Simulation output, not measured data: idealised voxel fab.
Process module under the name voxel ribs on slabs
The width of the displayed cross-section, cut, is 235 nm; its cells are square, with a size of 5 nm.
Cross-section = grid of square cells, listed top down in bands; band = one or more rows. Per band: top height and bottom height in nm, followed by the left-to-right materials and their widths in nm; "edge to edge" marks a single material spanning edge to edge, "air" marks empty space. Heights are expressed relative to 0, this being the level below which the as-received wafer comprises one material exclusively. The lowest band is unbounded in the downward direction and is denoted as in "0..down". So if you see something like "30..40" for the width, read it as the top row of the band sitting at the first number and the bottom row at the second, with every row in between moving by the same amount as the last. "left unchanged" -> step changed no cross-section cell. This entry, "Sealed voids", enumerates those empty regions of no fewer than 8 cells that possess no open connection to the top. Each region is reported in the form width x height at distance, the distance being taken from the left edge, with all three quantities expressed in nm. Step line, after settings: the simulator's comment on this step. "overlay nm" denotes, for a step that has a mask, the displacement of the mask to the right of its planned place, with negative values corresponding to the left.

The following list gives the planned process steps:
step 1: RECEIVE, material Si
step 2: DIRECTIONAL_DEP, material SiO2, thk nm 30
step 3: DIRECTIONAL_DEP, material SiN, thk nm 20
step 4: PATTERN, tone cover, mask id RIB, material resist, width nm 25, thk nm 20, overlay nm 0
step 5: DIRECTIONAL_ETCH, etch materials SiN, depth nm 15
step 6: STRIP, etch materials resist
step 7: DIRECTIONAL_DEP, material aC, thk nm 15
step 8: PATTERN, tone cover, mask id SLAB, material resist, width nm 65, thk nm 35, overlay nm 0
step 9: DIRECTIONAL_ETCH, etch materials aC, depth nm 15
step 10: STRIP, etch materials resist
step 11: DIRECTIONAL_ETCH, etch materials SiN, depth nm 5
step 12: STRIP, etch materials aC
step 13: FILL_DEP, material SiO2, thk nm 25
step 14: CMP, height nm 65
step 15: DIRECTIONAL_DEP, material W, thk nm 5
step 16: MASKED_ETCH, tone cover, mask id HEATER, width nm 35, etch materials W, depth nm 5, overlay nm 0
step 17: CONFORMAL_DEP, material SiO2, thk nm 5

Cross-section of the wafer upon arrival, representing the state reached after step 1:
	0..down: Si edge to edge
	Sealed voids: none

What the wafer looks like in cross-section after this module, when it starts as shown above and follows the plan above but one mistake is made in running it:
	75..70: air: 95, then SiO2: 45, then air: 95
	70..65: SiO2: 100, then W: 35, then SiO2: 100
	65..50: SiO2 edge to edge
	50..40: SiO2: 105, then SiN: 25, then SiO2: 105
	40..35: SiO2: 85, then SiN: 65, then SiO2: 85
	35..30: SiN edge to edge
	30..0: SiO2 edge to edge
	0..down: Si edge to edge
	Sealed voids: none
What went wrong in running the wafer? step 5 ran with different settings than intended, the actual operation and settings being DIRECTIONAL_ETCH, etch materials SiN, depth nm 10
